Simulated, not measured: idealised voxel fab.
Name of the process module below: voxel wiring stack
Displayed cross-section: cut, width of 200 nm, square cells sized 5 nm.
If you're reading a cross-section in this doc, picture square cells in a grid; it comes to you as bands, top ones listed first down to the bottom, and a band can be one or more rows of cells. Top, bottom (nm), then materials left to right with widths (nm); lone material tagged "throughout" fills the whole band edge to edge; "blank" = empty space. Height datum 0, below which the as-received substrate wafer is one material. Lowest band open at the bottom, running downward: "from 0 down". Width: "30 to 40" (first number = top row, second number = bottom row, same change from row to row of cells). A step reported as "nothing was modified" is a step in which no cell of the cross-section changed. Closed-off voids of 8+ cells (no open route to the top) go in "Entrapped voids", written width x height at distance from the left edge, in nm. On each step's line, the part that comes after the settings is the simulator's own comment on the step. overlay nm, on a step with a mask: how far to the right of its planned place the mask lay; to the left if negative.
# Steps in the process plan
1: op RECEIVE | material Si
2: op CONFORMAL_DEP | material SiO2 | thk nm 15
3: op DIRECTIONAL_DEP | material TiN | thk nm 5
4: op DIRECTIONAL_DEP | material Ru | thk nm 15
5: op MASKED_ETCH | tone cover | mask id METAL_1 | width nm 30 | pitch nm 60 | etch materials Ru | depth nm 15 | overlay nm 0
6: op MASKED_ETCH | tone cover | mask id METAL_1 | width nm 30 | pitch nm 60 | etch materials TiN | depth nm 5 | overlay nm 0
7: op FILL_DEP | material lowk | thk nm 5
8: op CMP | height nm 35
9: op CONFORMAL_DEP | material SiCN | thk nm 5
10: op DIRECTIONAL_DEP | material lowk | thk nm 20
11: op PATTERN | tone open | mask id PLUG_1 | material resist | width nm 15 | pitch nm 60 | thk nm 15 | overlay nm 0
12: op DIRECTIONAL_ETCH | etch materials lowk | depth nm 20
13: op DIRECTIONAL_ETCH | etch materials SiCN | depth nm 5
14: op STRIP | etch materials resist
15: op CONFORMAL_DEP | material TiN | thk nm 5
16: op FILL_DEP | material Cu | thk nm 5
17: op CMP | height nm 60
18: op DIRECTIONAL_DEP | material TiN | thk nm 5
19: op DIRECTIONAL_DEP | material W | thk nm 15
20: op PATTERN | tone cover | mask id METAL_2 | material resist | width nm 30 | pitch nm 60 | thk nm 20 | overlay nm 0
21: op DIRECTIONAL_ETCH | etch materials W | depth nm 15
22: op DIRECTIONAL_ETCH | etch materials TiN | depth nm 5
23: op STRIP | etch materials resist
24: op CONFORMAL_DEP | material SiCN | thk nm 5
25: op FILL_DEP | material lowk | thk nm 10
26: op CMP | height nm 80
27: op CONFORMAL_DEP | material SiCN | thk nm 5
28: op DIRECTIONAL_DEP | material SiO2 | thk nm 20
29: op MASKED_ETCH | tone open | mask id PLUG_2 | width nm 15 | pitch nm 60 | etch materials SiO2 | depth nm 20 | overlay nm 0
30: op MASKED_ETCH | tone open | mask id PLUG_2 | width nm 15 | pitch nm 60 | etch materials SiCN | depth nm 5 | overlay nm 0
31: op EPI | material Ru | thk nm 10
32: op EPI | material Ru | thk nm 10
33: op EPI | material Ru | thk nm 5
34: op DIRECTIONAL_DEP | material TiN | thk nm 5
35: op DIRECTIONAL_DEP | material W | thk nm 25
36: op MASKED_ETCH | tone cover | mask id METAL_3 | width nm 30 | pitch nm 60 | etch materials W | depth nm 25 | overlay nm 0
37: op MASKED_ETCH | tone cover | mask id METAL_3 | width nm 30 | pitch nm 60 | etch materials TiN | depth nm 5 | overlay nm 0
38: op CONFORMAL_DEP | material SiN | thk nm 5
39: op FILL_DEP | material lowk | thk nm 10
40: op CMP | height nm 135
41: op CONFORMAL_DEP | material SiN | thk nm 5
# First of two wafers - as planned
# Cross-section of the wafer as it came to us, i.e., already through step 1
- from 0 down  Si throughout
- Entrapped voids: none
# You're looking at a cross-section of the wafer after step 2
- from 15 to 0  SiO2 throughout
- Heights below 0 show no change.
# You're looking at a cross-section of the wafer after step 3
- from 20 to 15  TiN throughout
- Heights below 15 show no change.
# You're looking at a cross-section of the wafer after step 4
- from 35 to 20  Ru throughout
- Heights below 20 show no change.
# You're looking at a cross-section of the wafer after step 5
- from 35 to 20  blank (55), Ru (30), blank (30), Ru (30), blank (55)
- Heights below 20 show no change.
# You're looking at a cross-section of the wafer after step 6
- from 35 to 20  blank (55), Ru (30), blank (30), Ru (30), blank (55)
- from 20 to 15  blank (55), TiN (30), blank (30), TiN (30), blank (55)
- Heights below 15 show no change.
# You're looking at a cross-section of the wafer after step 7
- from 40 to 35  lowk throughout
- from 35 to 20  lowk (55), Ru (30), lowk (30), Ru (30), lowk (55)
- from 20 to 15  lowk (55), TiN (30), lowk (30), TiN (30), lowk (55)
- Heights below 15 show no change.
# You're looking at a cross-section of the wafer after step 8
- from 35 to 20  lowk (55), Ru (30), lowk (30), Ru (30), lowk (55)
- Heights below 20 show no change.
# You're looking at a cross-section of the wafer after step 9
- from 40 to 35  SiCN throughout
- Heights below 35 show no change.
# You're looking at a cross-section of the wafer after step 10
- from 60 to 40  lowk throughout
- Heights below 40 show no change.
# You're looking at a cross-section of the wafer after step 11
- from 75 to 60  resist (55), blank (15), resist (45), blank (15), resist (70)
- Heights below 60 show no change.
# You're looking at a cross-section of the wafer after step 12
- from 75 to 60  resist (55), blank (15), resist (45), blank (15), resist (70)
- from 60 to 40  lowk (55), blank (15), lowk (45), blank (15), lowk (70)
- Heights below 40 show no change.
# You're looking at a cross-section of the wafer after step 13
- from 75 to 60  resist (55), blank (15), resist (45), blank (15), resist (70)
- from 60 to 40  lowk (55), blank (15), lowk (45), blank (15), lowk (70)
- from 40 to 35  SiCN (55), blank (15), SiCN (45), blank (15), SiCN (70)
- Heights below 35 show no change.
# You're looking at a cross-section of the wafer after step 14
- from 60 to 40  lowk (55), blank (15), lowk (45), blank (15), lowk (70)
- Heights below 40 show no change.
# You're looking at a cross-section of the wafer after step 15
- from 65 to 60  TiN (60), blank (5), TiN (55), blank (5), TiN (75)
- from 60 to 40  lowk (55), TiN (5), blank (5), TiN (5), lowk (45), TiN (5), blank (5), TiN (5), lowk (70)
- from 40 to 35  SiCN (55), TiN (15), SiCN (45), TiN (15), SiCN (70)
- Heights below 35 show no change.
# You're looking at a cross-section of the wafer after step 16
- from 70 to 65  Cu throughout
- from 65 to 60  TiN (60), Cu (5), TiN (55), Cu (5), TiN (75)
- from 60 to 40  lowk (55), TiN (5), Cu (5), TiN (5), lowk (45), TiN (5), Cu (5), TiN (5), lowk (70)
- Heights below 40 show no change.
# You're looking at a cross-section of the wafer after step 17
- from 60 to 40  lowk (55), TiN (5), Cu (5), TiN (5), lowk (45), TiN (5), Cu (5), TiN (5), lowk (70)
- Heights below 40 show no change.
# You're looking at a cross-section of the wafer after step 18
- from 65 to 60  TiN throughout
- Heights below 60 show no change.
# You're looking at a cross-section of the wafer after step 19
- from 80 to 65  W throughout
- Heights below 65 show no change.
# You're looking at a cross-section of the wafer after step 20
- from 100 to 80  blank (55), resist (30), blank (30), resist (30), blank (55)
- Heights below 80 show no change.
# You're looking at a cross-section of the wafer after step 21
- from 100 to 80  blank (55), resist (30), blank (30), resist (30), blank (55)
- from 80 to 65  blank (55), W (30), blank (30), W (30), blank (55)
- Heights below 65 show no change.
# You're looking at a cross-section of the wafer after step 22
- from 100 to 80  blank (55), resist (30), blank (30), resist (30), blank (55)
- from 80 to 65  blank (55), W (30), blank (30), W (30), blank (55)
- from 65 to 60  blank (55), TiN (30), blank (30), TiN (30), blank (55)
- Heights below 60 show no change.
# You're looking at a cross-section of the wafer after step 23
- from 80 to 65  blank (55), W (30), blank (30), W (30), blank (55)
- Heights below 65 show no change.
# You're looking at a cross-section of the wafer after step 24
- from 85 to 80  blank (50), SiCN (40), blank (20), SiCN (40), blank (50)
- from 80 to 65  blank (50), SiCN (5), W (30), SiCN (5), blank (20), SiCN (5), W (30), SiCN (5), blank (50)
- from 65 to 60  SiCN (55), TiN (30), SiCN (30), TiN (30), SiCN (55)
- Heights below 60 show no change.
# You're looking at a cross-section of the wafer after step 25
- from 95 to 85  lowk throughout
- from 85 to 80  lowk (50), SiCN (40), lowk (20), SiCN (40), lowk (50)
- from 80 to 65  lowk (50), SiCN (5), W (30), SiCN (5), lowk (20), SiCN (5), W (30), SiCN (5), lowk (50)
- Heights below 65 show no change.
# You're looking at a cross-section of the wafer after step 26
- from 80 to 65  lowk (50), SiCN (5), W (30), SiCN (5), lowk (20), SiCN (5), W (30), SiCN (5), lowk (50)
- Heights below 65 show no change.
# You're looking at a cross-section of the wafer after step 27
- from 85 to 80  SiCN throughout
- Heights below 80 show no change.
# You're looking at a cross-section of the wafer after step 28
- from 105 to 85  SiO2 throughout
- Heights below 85 show no change.
# You're looking at a cross-section of the wafer after step 29
- from 105 to 85  SiO2 (55), blank (15), SiO2 (45), blank (15), SiO2 (70)
- Heights below 85 show no change.
# You're looking at a cross-section of the wafer after step 30
- from 105 to 85  SiO2 (55), blank (15), SiO2 (45), blank (15), SiO2 (70)
- from 85 to 80  SiCN (55), blank (15), SiCN (45), blank (15), SiCN (70)
- Heights below 80 show no change.
# You're looking at a cross-section of the wafer after step 31
- from 105 to 90  SiO2 (55), blank (15), SiO2 (45), blank (15), SiO2 (70)
- from 90 to 85  SiO2 (55), Ru (15), SiO2 (45), Ru (15), SiO2 (70)
- from 85 to 80  SiCN (55), Ru (15), SiCN (45), Ru (15), SiCN (70)
- Heights below 80 show no change.
# You're looking at a cross-section of the wafer after step 32
- from 105 to 100  SiO2 (55), blank (15), SiO2 (45), blank (15), SiO2 (70)
- from 100 to 85  SiO2 (55), Ru (15), SiO2 (45), Ru (15), SiO2 (70)
- Heights below 85 show no change.
# You're looking at a cross-section of the wafer after step 33
- from 105 to 85  SiO2 (55), Ru (15), SiO2 (45), Ru (15), SiO2 (70)
- Heights below 85 show no change.
# You're looking at a cross-section of the wafer after step 34
- from 110 to 105  TiN throughout
- Heights below 105 show no change.
# You're looking at a cross-section of the wafer after step 35
- from 135 to 110  W throughout
- Heights below 110 show no change.
# You're looking at a cross-section of the wafer after step 36
- from 135 to 110  blank (55), W (30), blank (30), W (30), blank (55)
- Heights below 110 show no change.
# You're looking at a cross-section of the wafer after step 37
- from 135 to 110  blank (55), W (30), blank (30), W (30), blank (55)
- from 110 to 105  blank (55), TiN (30), blank (30), TiN (30), blank (55)
- Heights below 105 show no change.
# You're looking at a cross-section of the wafer after step 38
- from 140 to 135  blank (50), SiN (40), blank (20), SiN (40), blank (50)
- from 135 to 110  blank (50), SiN (5), W (30), SiN (5), blank (20), SiN (5), W (30), SiN (5), blank (50)
- from 110 to 105  SiN (55), TiN (30), SiN (30), TiN (30), SiN (55)
- Heights below 105 show no change.
# You're looking at a cross-section of the wafer after step 39
- from 150 to 140  lowk throughout
- from 140 to 135  lowk (50), SiN (40), lowk (20), SiN (40), lowk (50)
- from 135 to 110  lowk (50), SiN (5), W (30), SiN (5), lowk (20), SiN (5), W (30), SiN (5), lowk (50)
- Heights below 110 show no change.
# You're looking at a cross-section of the wafer after step 40
- from 135 to 110  lowk (50), SiN (5), W (30), SiN (5), lowk (20), SiN (5), W (30), SiN (5), lowk (50)
- Heights below 110 show no change.
# You're looking at a cross-section of the wafer after step 41
- from 140 to 135  SiN throughout
- Heights below 135 show no change.
# Companion wafer, the second of two: same beginning, same intended sequence, one mistake in carrying it out; through step 19 inclusive it tracks the first exactly
# Look at the second wafer in cross-section at the time step 20 ought to have finished
- from 100 to 80  blank (45), resist (30), blank (30), resist (30), blank (65)
- Heights below 80 show no change.
# Look at the second wafer in cross-section at the time step 21 ought to have finished
- from 100 to 80  blank (45), resist (30), blank (30), resist (30), blank (65)
- from 80 to 65  blank (45), W (30), blank (30), W (30), blank (65)
- Heights below 65 show no change.
# Look at the second wafer in cross-section at the time step 22 ought to have finished
- from 100 to 80  blank (45), resist (30), blank (30), resist (30), blank (65)
- from 80 to 65  blank (45), W (30), blank (30), W (30), blank (65)
- from 65 to 60  blank (45), TiN (30), blank (30), TiN (30), blank (65)
- Heights below 60 show no change.
# Look at the second wafer in cross-section at the time step 23 ought to have finished
- from 80 to 65  blank (45), W (30), blank (30), W (30), blank (65)
- Heights below 65 show no change.
# Look at the second wafer in cross-section at the time step 24 ought to have finished
- from 85 to 80  blank (40), SiCN (40), blank (20), SiCN (40), blank (60)
- from 80 to 65  blank (40), SiCN (5), W (30), SiCN (5), blank (20), SiCN (5), W (30), SiCN (5), blank (60)
- from 65 to 60  SiCN (45), TiN (30), SiCN (30), TiN (30), SiCN (65)
- Heights below 60 show no change.
# Look at the second wafer in cross-section at the time step 25 ought to have finished
- from 95 to 85  lowk throughout
- from 85 to 80  lowk (40), SiCN (40), lowk (20), SiCN (40), lowk (60)
- from 80 to 65  lowk (40), SiCN (5), W (30), SiCN (5), lowk (20), SiCN (5), W (30), SiCN (5), lowk (60)
- Heights below 65 show no change.
# Look at the second wafer in cross-section at the time step 26 ought to have finished
- from 80 to 65  lowk (40), SiCN (5), W (30), SiCN (5), lowk (20), SiCN (5), W (30), SiCN (5), lowk (60)
- Heights below 65 show no change.
# Look at the second wafer in cross-section at the time step 27 ought to have finished
- from 85 to 80  SiCN throughout
- Heights below 80 show no change.
# Look at the second wafer in cross-section at the time step 28 ought to have finished
- from 105 to 85  SiO2 throughout
- Heights below 85 show no change.
# Look at the second wafer in cross-section at the time step 29 ought to have finished
- from 105 to 85  SiO2 (55), blank (15), SiO2 (45), blank (15), SiO2 (70)
- Heights below 85 show no change.
# Look at the second wafer in cross-section at the time step 30 ought to have finished
- from 105 to 85  SiO2 (55), blank (15), SiO2 (45), blank (15), SiO2 (70)
- from 85 to 80  SiCN (55), blank (15), SiCN (45), blank (15), SiCN (70)
- Heights below 80 show no change.
# Look at the second wafer in cross-section at the time step 31 ought to have finished
- from 105 to 90  SiO2 (55), blank (15), SiO2 (45), blank (15), SiO2 (70)
- from 90 to 85  SiO2 (55), Ru (15), SiO2 (45), Ru (15), SiO2 (70)
- from 85 to 80  SiCN (55), Ru (15), SiCN (45), Ru (15), SiCN (70)
- Heights below 80 show no change.
# Look at the second wafer in cross-section at the time step 32 ought to have finished
- from 105 to 100  SiO2 (55), blank (15), SiO2 (45), blank (15), SiO2 (70)
- from 100 to 85  SiO2 (55), Ru (15), SiO2 (45), Ru (15), SiO2 (70)
- Heights below 85 show no change.
# Look at the second wafer in cross-section at the time step 33 ought to have finished
- from 105 to 85  SiO2 (55), Ru (15), SiO2 (45), Ru (15), SiO2 (70)
- Heights below 85 show no change.
# Look at the second wafer in cross-section at the time step 34 ought to have finished
- from 110 to 105  TiN throughout
- Heights below 105 show no change.
# Look at the second wafer in cross-section at the time step 35 ought to have finished
- from 135 to 110  W throughout
- Heights below 110 show no change.
# Look at the second wafer in cross-section at the time step 36 ought to have finished
- from 135 to 110  blank (55), W (30), blank (30), W (30), blank (55)
- Heights below 110 show no change.
# Look at the second wafer in cross-section at the time step 37 ought to have finished
- from 135 to 110  blank (55), W (30), blank (30), W (30), blank (55)
- from 110 to 105  blank (55), TiN (30), blank (30), TiN (30), blank (55)
- Heights below 105 show no change.
# Look at the second wafer in cross-section at the time step 38 ought to have finished
- from 140 to 135  blank (50), SiN (40), blank (20), SiN (40), blank (50)
- from 135 to 110  blank (50), SiN (5), W (30), SiN (5), blank (20), SiN (5), W (30), SiN (5), blank (50)
- from 110 to 105  SiN (55), TiN (30), SiN (30), TiN (30), SiN (55)
- Heights below 105 show no change.
# Look at the second wafer in cross-section at the time step 39 ought to have finished
- from 150 to 140  lowk throughout
- from 140 to 135  lowk (50), SiN (40), lowk (20), SiN (40), lowk (50)
- from 135 to 110  lowk (50), SiN (5), W (30), SiN (5), lowk (20), SiN (5), W (30), SiN (5), lowk (50)
- Heights below 110 show no change.
# Look at the second wafer in cross-section at the time step 40 ought to have finished
- from 135 to 110  lowk (50), SiN (5), W (30), SiN (5), lowk (20), SiN (5), W (30), SiN (5), lowk (50)
- Heights below 110 show no change.
# Look at the second wafer in cross-section at the time step 41 ought to have finished
- from 140 to 135  SiN throughout
- Heights below 135 show no change.
In executing the process, a mistake was made relative to the plan: it should be noted that step 20 was executed with settings other than those planned, the operation and settings actually applied being op PATTERN | tone cover | mask id METAL_2 | material resist | width nm 30 | pitch nm 60 | thk nm 20 | overlay nm -10
Matching per-material cell counts, mismatched positions: that is how the second wafer compares with the first at the end.
